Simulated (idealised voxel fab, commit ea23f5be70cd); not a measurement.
The process module presented herein is designated voxel ribs on slabs.
The cross-section shown here is cut; it is 250 nm wide and divided into square cells measuring 5 nm on a side.
Cross-section spec: square-cell grid; bands listed top down; each band is one or more rows. Per band: top height and bottom height in nm, followed by the left-to-right materials and their widths in nm; "edge to edge" marks a single material spanning edge to edge, "blank" marks empty space. Heights are expressed relative to 0, this being the level below which the as-received wafer comprises one material exclusively. The lowest band is unbounded in the downward direction and is denoted as in "0 down". With a width like "30->40", each row of cells in the band differs from the next by the same amount, the top row carrying the first number and the bottom row the second. Reading "no modification" for a step: not a cell of the cross-section changed in it. So "Tabulated closed voids" is basically the list of trapped voids: any empty space of 8 cells or more that can't reach the top through an opening. They're written width x height at distance, the distance being from the left edge, and it's all nm. What comes after the settings on a step's line is commentary from the simulator itself on that step. Among the settings permitted on a step's line is "overlay nm"; applied to a step with a mask, it specifies the extent to which the mask lay to the right of its planned position, whereas a negative figure signifies a position to the left.

-- Planned step list for the process
1. RECEIVE,material Si
2. DIRECTIONAL_DEP,material SiO2,thk nm 20
3. DIRECTIONAL_DEP,material SiN,thk nm 20
4. PATTERN,tone cover,mask id RIB,material resist,width nm 25,thk nm 20,overlay nm 0
5. DIRECTIONAL_ETCH,etch materials SiN,depth nm 10
6. STRIP,etch materials resist
7. PATTERN,tone cover,mask id SLAB,material resist,width nm 55,thk nm 15,overlay nm 0
8. DIRECTIONAL_ETCH,etch materials SiN,depth nm 10
9. STRIP,etch materials resist
10. FILL_DEP,material SiO2,thk nm 15
11. CMP,height nm 50
12. DIRECTIONAL_DEP,material TiN,thk nm 10
13. MASKED_ETCH,tone cover,mask id HEATER,width nm 35,etch materials TiN,depth nm 10,overlay nm 0
14. CONFORMAL_DEP,material SiN,thk nm 10

-- First of two wafers: run as planned

-- As received (post step 1): cross-section
    0 down = Si edge to edge
    Tabulated closed voids: none

-- Wafer after step 2 (cross-section)
    20 to 0 = SiO2 edge to edge
    Everything below 0 is unchanged.

-- Wafer after step 3 (cross-section)
    40 to 20 = SiN edge to edge
    Everything below 20 is unchanged.

-- Wafer after step 4 (cross-section)
    60 to 40 = 110 nm blank | 25 nm resist | 115 nm blank
    Everything below 40 is unchanged.

-- Wafer after step 5 (cross-section)
    60 to 40 = 110 nm blank | 25 nm resist | 115 nm blank
    40 to 30 = 110 nm blank | 25 nm SiN | 115 nm blank
    Everything below 30 is unchanged.

-- Wafer after step 6 (cross-section)
    40 to 30 = 110 nm blank | 25 nm SiN | 115 nm blank
    Everything below 30 is unchanged.

-- Wafer after step 7 (cross-section)
    55 to 40 = 95 nm blank | 55 nm resist | 100 nm blank
    40 to 30 = 95 nm blank | 15 nm resist | 25 nm SiN | 15 nm resist | 100 nm blank
    Everything below 30 is unchanged.

-- Wafer after step 8 (cross-section)
    55 to 40 = 95 nm blank | 55 nm resist | 100 nm blank
    40 to 30 = 95 nm blank | 15 nm resist | 25 nm SiN | 15 nm resist | 100 nm blank
    30 to 20 = 95 nm blank | 55 nm SiN | 100 nm blank
    Everything below 20 is unchanged.

-- Wafer after step 9 (cross-section)
    40 to 30 = 110 nm blank | 25 nm SiN | 115 nm blank
    Everything below 30 is unchanged.

-- Wafer after step 10 (cross-section)
    55 to 40 = SiO2 edge to edge
    40 to 30 = 110 nm SiO2 | 25 nm SiN | 115 nm SiO2
    30 to 20 = 95 nm SiO2 | 55 nm SiN | 100 nm SiO2
    Everything below 20 is unchanged.

-- Wafer after step 11 (cross-section)
    50 to 40 = SiO2 edge to edge
    Everything below 40 is unchanged.

-- Wafer after step 12 (cross-section)
    60 to 50 = TiN edge to edge
    Everything below 50 is unchanged.

-- Wafer after step 13 (cross-section)
    60 to 50 = 105 nm blank | 35 nm TiN | 110 nm blank
    Everything below 50 is unchanged.

-- Wafer after step 14 (cross-section)
    70 to 60 = 95 nm blank | 55 nm SiN | 100 nm blank
    60 to 50 = 105 nm SiN | 35 nm TiN | 110 nm SiN
    Everything below 50 is unchanged.

-- Second wafer: same start and same plan as the first, one execution error; identical to the first through step 6

-- Cross-sectional representation of the second wafer at the time designated in the plan for the completion of step 7
    55 to 40 = 90 nm blank | 55 nm resist | 105 nm blank
    40 to 30 = 90 nm blank | 20 nm resist | 25 nm SiN | 10 nm resist | 105 nm blank
    Everything below 30 is unchanged.

-- Cross-sectional representation of the second wafer at the time designated in the plan for the completion of step 8
    55 to 40 = 90 nm blank | 55 nm resist | 105 nm blank
    40 to 30 = 90 nm blank | 20 nm resist | 25 nm SiN | 10 nm resist | 105 nm blank
    30 to 20 = 90 nm blank | 55 nm SiN | 105 nm blank
    Everything below 20 is unchanged.

-- Cross-sectional representation of the second wafer at the time designated in the plan for the completion of step 9
    40 to 30 = 110 nm blank | 25 nm SiN | 115 nm blank
    Everything below 30 is unchanged.

-- Cross-sectional representation of the second wafer at the time designated in the plan for the completion of step 10
    55 to 40 = SiO2 edge to edge
    40 to 30 = 110 nm SiO2 | 25 nm SiN | 115 nm SiO2
    30 to 20 = 90 nm SiO2 | 55 nm SiN | 105 nm SiO2
    Everything below 20 is unchanged.

-- Cross-sectional representation of the second wafer at the time designated in the plan for the completion of step 11
    50 to 40 = SiO2 edge to edge
    Everything below 40 is unchanged.

-- Cross-sectional representation of the second wafer at the time designated in the plan for the completion of step 12
    60 to 50 = TiN edge to edge
    Everything below 50 is unchanged.

-- Cross-sectional representation of the second wafer at the time designated in the plan for the completion of step 13
    60 to 50 = 105 nm blank | 35 nm TiN | 110 nm blank
    Everything below 50 is unchanged.

-- Cross-sectional representation of the second wafer at the time designated in the plan for the completion of step 14
    70 to 60 = 95 nm blank | 55 nm SiN | 100 nm blank
    60 to 50 = 105 nm SiN | 35 nm TiN | 110 nm SiN
    Everything below 50 is unchanged.
It is concluded that the wafer was processed incorrectly with respect to the plan, in that step 7 did not happen as planned, as run it was PATTERN,tone cover,mask id SLAB,material resist,width nm 55,thk nm 15,overlay nm -5
Cell counts per material: same on both final wafers. Positions: different.
